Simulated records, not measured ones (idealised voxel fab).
The document below concerns the process module designated voxel fin reveal.
Square cell edge 5 nm, section width 295 nm, ID cut.
Reading order for cross-sections: top band down to bottom band. Underlying form: a grid of square cells. Band size: one or more rows of cells.
For a band, the entry starts with two heights in nm, that of the top and then that of the bottom, and carries on with the band's materials in order from left to right, each alongside its width in nm; the word "full width" beside a single material means it fills the band edge to edge, and "blank" means empty space.
We count height from 0. Below that, the starting wafer is all one material. The lowest band never ends at the bottom but goes on down; see "0 nm and below" for how that is written.
So if you see something like "30->40" for the width, read it as the top row of the band sitting at the first number and the bottom row at the second, with every row in between moving by the same amount as the last.
"no modification", as given for a step, is the statement that not any cell of the cross-section underwent a change during that step.
Heads up: "Voids, enclosed" only lists the empty pockets with no open path to the top that are 8 cells or more, and it writes them as width x height at distance, distance from the left edge, in nm.
Anything after a step's settings on that line? It's the simulator's own note about the step.
"overlay nm" denotes, for a step that has a mask, the displacement of the mask to the right of its planned place, with negative values corresponding to the left.

# Process steps - plan
1) RECEIVE with material Si
2) CONFORMAL_DEP with material SiN, thk nm 10
3) DIRECTIONAL_DEP with material aC, thk nm 10
4) PATTERN with tone cover, mask id FINS, material resist, width nm 15, pitch nm 45, thk nm 30, overlay nm 0
5) DIRECTIONAL_ETCH with etch materials aC, depth nm 10
6) STRIP with etch materials resist
7) DIRECTIONAL_ETCH with etch materials SiN, depth nm 10
8) DIRECTIONAL_ETCH with etch materials Si, depth nm 40
9) STRIP with etch materials aC
10) FILL_DEP with material SiO2, thk nm 5
11) CMP with height nm 10
12) SELECTIVE_ETCH with etch materials SiO2, depth nm 25
13) STRIP with etch materials SiN

# The first wafer of two, processed as planned

# So this is the incoming wafer in cross-section - it's already been through step 1
- 0 nm and below | Si full width
- Voids, enclosed: none

# Sectional view: wafer, after step 2
- 10 nm to 0 nm | SiN full width
- No changes below 0.

# Sectional view: wafer, after step 3
- 20 nm to 10 nm | aC full width
- No changes below 10.

# Sectional view: wafer, after step 4
- 50 nm to 20 nm | blank 70 nm, resist 15 nm, blank 30 nm, resist 15 nm, blank 30 nm, resist 15 nm, blank 30 nm, resist 15 nm, blank 75 nm
- No changes below 20.

# Sectional view: wafer, after step 5
- 40 nm to 20 nm | blank 70 nm, resist 15 nm, blank 30 nm, resist 15 nm, blank 30 nm, resist 15 nm, blank 30 nm, resist 15 nm, blank 75 nm
- 20 nm to 10 nm | blank 70 nm, aC 15 nm, blank 30 nm, aC 15 nm, blank 30 nm, aC 15 nm, blank 30 nm, aC 15 nm, blank 75 nm
- No changes below 10.

# Sectional view: wafer, after step 6
- 20 nm to 10 nm | blank 70 nm, aC 15 nm, blank 30 nm, aC 15 nm, blank 30 nm, aC 15 nm, blank 30 nm, aC 15 nm, blank 75 nm
- No changes below 10.

# Sectional view: wafer, after step 7
- 20 nm to 10 nm | blank 70 nm, aC 15 nm, blank 30 nm, aC 15 nm, blank 30 nm, aC 15 nm, blank 30 nm, aC 15 nm, blank 75 nm
- 10 nm to 0 nm | blank 70 nm, SiN 15 nm, blank 30 nm, SiN 15 nm, blank 30 nm, SiN 15 nm, blank 30 nm, SiN 15 nm, blank 75 nm
- No changes below 0.

# Sectional view: wafer, after step 8
- 20 nm to 10 nm | blank 70 nm, aC 15 nm, blank 30 nm, aC 15 nm, blank 30 nm, aC 15 nm, blank 30 nm, aC 15 nm, blank 75 nm
- 10 nm to 0 nm | blank 70 nm, SiN 15 nm, blank 30 nm, SiN 15 nm, blank 30 nm, SiN 15 nm, blank 30 nm, SiN 15 nm, blank 75 nm
- 0 nm to -40 nm | blank 70 nm, Si 15 nm, blank 30 nm, Si 15 nm, blank 30 nm, Si 15 nm, blank 30 nm, Si 15 nm, blank 75 nm
- No changes below -40.

# Sectional view: wafer, after step 9
- 10 nm to 0 nm | blank 70 nm, SiN 15 nm, blank 30 nm, SiN 15 nm, blank 30 nm, SiN 15 nm, blank 30 nm, SiN 15 nm, blank 75 nm
- No changes below 0.

# Sectional view: wafer, after step 10
- 15 nm to 10 nm | SiO2 full width
- 10 nm to 0 nm | SiO2 70 nm, SiN 15 nm, SiO2 30 nm, SiN 15 nm, SiO2 30 nm, SiN 15 nm, SiO2 30 nm, SiN 15 nm, SiO2 75 nm
- 0 nm to -40 nm | SiO2 70 nm, Si 15 nm, SiO2 30 nm, Si 15 nm, SiO2 30 nm, Si 15 nm, SiO2 30 nm, Si 15 nm, SiO2 75 nm
- No changes below -40.

# Sectional view: wafer, after step 11
- 10 nm to 0 nm | SiO2 70 nm, SiN 15 nm, SiO2 30 nm, SiN 15 nm, SiO2 30 nm, SiN 15 nm, SiO2 30 nm, SiN 15 nm, SiO2 75 nm
- No changes below 0.

# Sectional view: wafer, after step 12
- 10 nm to 0 nm | blank 70 nm, SiN 15 nm, blank 30 nm, SiN 15 nm, blank 30 nm, SiN 15 nm, blank 30 nm, SiN 15 nm, blank 75 nm
- 0 nm to -15 nm | blank 70 nm, Si 15 nm, blank 30 nm, Si 15 nm, blank 30 nm, Si 15 nm, blank 30 nm, Si 15 nm, blank 75 nm
- No changes below -15.

# Sectional view: wafer, after step 13
- 0 nm to -15 nm | blank 70 nm, Si 15 nm, blank 30 nm, Si 15 nm, blank 30 nm, Si 15 nm, blank 30 nm, Si 15 nm, blank 75 nm
- No changes below -15.

# Second Wafer (Identical Start and Plan, One Processing Error; Matches First Wafer Through Step 3)

# Second wafer shown in cross-section at the time step 4 was slated to end
- 50 nm to 20 nm | resist 70 nm, blank 15 nm, resist 30 nm, blank 15 nm, resist 30 nm, blank 15 nm, resist 30 nm, blank 15 nm, resist 75 nm
- No changes below 20.

# Second wafer shown in cross-section at the time step 5 was slated to end
- 40 nm to 20 nm | resist 70 nm, blank 15 nm, resist 30 nm, blank 15 nm, resist 30 nm, blank 15 nm, resist 30 nm, blank 15 nm, resist 75 nm
- 20 nm to 10 nm | aC 70 nm, blank 15 nm, aC 30 nm, blank 15 nm, aC 30 nm, blank 15 nm, aC 30 nm, blank 15 nm, aC 75 nm
- No changes below 10.

# Second wafer shown in cross-section at the time step 6 was slated to end
- 20 nm to 10 nm | aC 70 nm, blank 15 nm, aC 30 nm, blank 15 nm, aC 30 nm, blank 15 nm, aC 30 nm, blank 15 nm, aC 75 nm
- No changes below 10.

# Second wafer shown in cross-section at the time step 7 was slated to end
- 20 nm to 10 nm | aC 70 nm, blank 15 nm, aC 30 nm, blank 15 nm, aC 30 nm, blank 15 nm, aC 30 nm, blank 15 nm, aC 75 nm
- 10 nm to 0 nm | SiN 70 nm, blank 15 nm, SiN 30 nm, blank 15 nm, SiN 30 nm, blank 15 nm, SiN 30 nm, blank 15 nm, SiN 75 nm
- No changes below 0.

# Second wafer shown in cross-section at the time step 8 was slated to end
- 20 nm to 10 nm | aC 70 nm, blank 15 nm, aC 30 nm, blank 15 nm, aC 30 nm, blank 15 nm, aC 30 nm, blank 15 nm, aC 75 nm
- 10 nm to 0 nm | SiN 70 nm, blank 15 nm, SiN 30 nm, blank 15 nm, SiN 30 nm, blank 15 nm, SiN 30 nm, blank 15 nm, SiN 75 nm
- 0 nm to -40 nm | Si 70 nm, blank 15 nm, Si 30 nm, blank 15 nm, Si 30 nm, blank 15 nm, Si 30 nm, blank 15 nm, Si 75 nm
- No changes below -40.

# Second wafer shown in cross-section at the time step 9 was slated to end
- 10 nm to 0 nm | SiN 70 nm, blank 15 nm, SiN 30 nm, blank 15 nm, SiN 30 nm, blank 15 nm, SiN 30 nm, blank 15 nm, SiN 75 nm
- No changes below 0.

# Second wafer shown in cross-section at the time step 10 was slated to end
- 15 nm to 10 nm | SiO2 full width
- 10 nm to 0 nm | SiN 70 nm, SiO2 15 nm, SiN 30 nm, SiO2 15 nm, SiN 30 nm, SiO2 15 nm, SiN 30 nm, SiO2 15 nm, SiN 75 nm
- 0 nm to -40 nm | Si 70 nm, SiO2 15 nm, Si 30 nm, SiO2 15 nm, Si 30 nm, SiO2 15 nm, Si 30 nm, SiO2 15 nm, Si 75 nm
- No changes below -40.

# Second wafer shown in cross-section at the time step 11 was slated to end
- 10 nm to 0 nm | SiN 70 nm, SiO2 15 nm, SiN 30 nm, SiO2 15 nm, SiN 30 nm, SiO2 15 nm, SiN 30 nm, SiO2 15 nm, SiN 75 nm
- No changes below 0.

# Second wafer shown in cross-section at the time step 12 was slated to end
- 10 nm to 0 nm | SiN 70 nm, blank 15 nm, SiN 30 nm, blank 15 nm, SiN 30 nm, blank 15 nm, SiN 30 nm, blank 15 nm, SiN 75 nm
- 0 nm to -15 nm | Si 70 nm, blank 15 nm, Si 30 nm, blank 15 nm, Si 30 nm, blank 15 nm, Si 30 nm, blank 15 nm, Si 75 nm
- No changes below -15.

# Second wafer shown in cross-section at the time step 13 was slated to end
- 0 nm to -15 nm | Si 70 nm, blank 15 nm, Si 30 nm, blank 15 nm, Si 30 nm, blank 15 nm, Si 30 nm, blank 15 nm, Si 75 nm
- No changes below -15.
What went wrong in running the wafer? step 4 was processed under conditions differing from the plan, specifically as PATTERN with tone open, mask id FINS, material resist, width nm 15, pitch nm 45, thk nm 30, overlay nm 0
Heads up, by the end the second wafer has more or fewer cells of some materials compared to the first: +280 Si; -175 SiO2
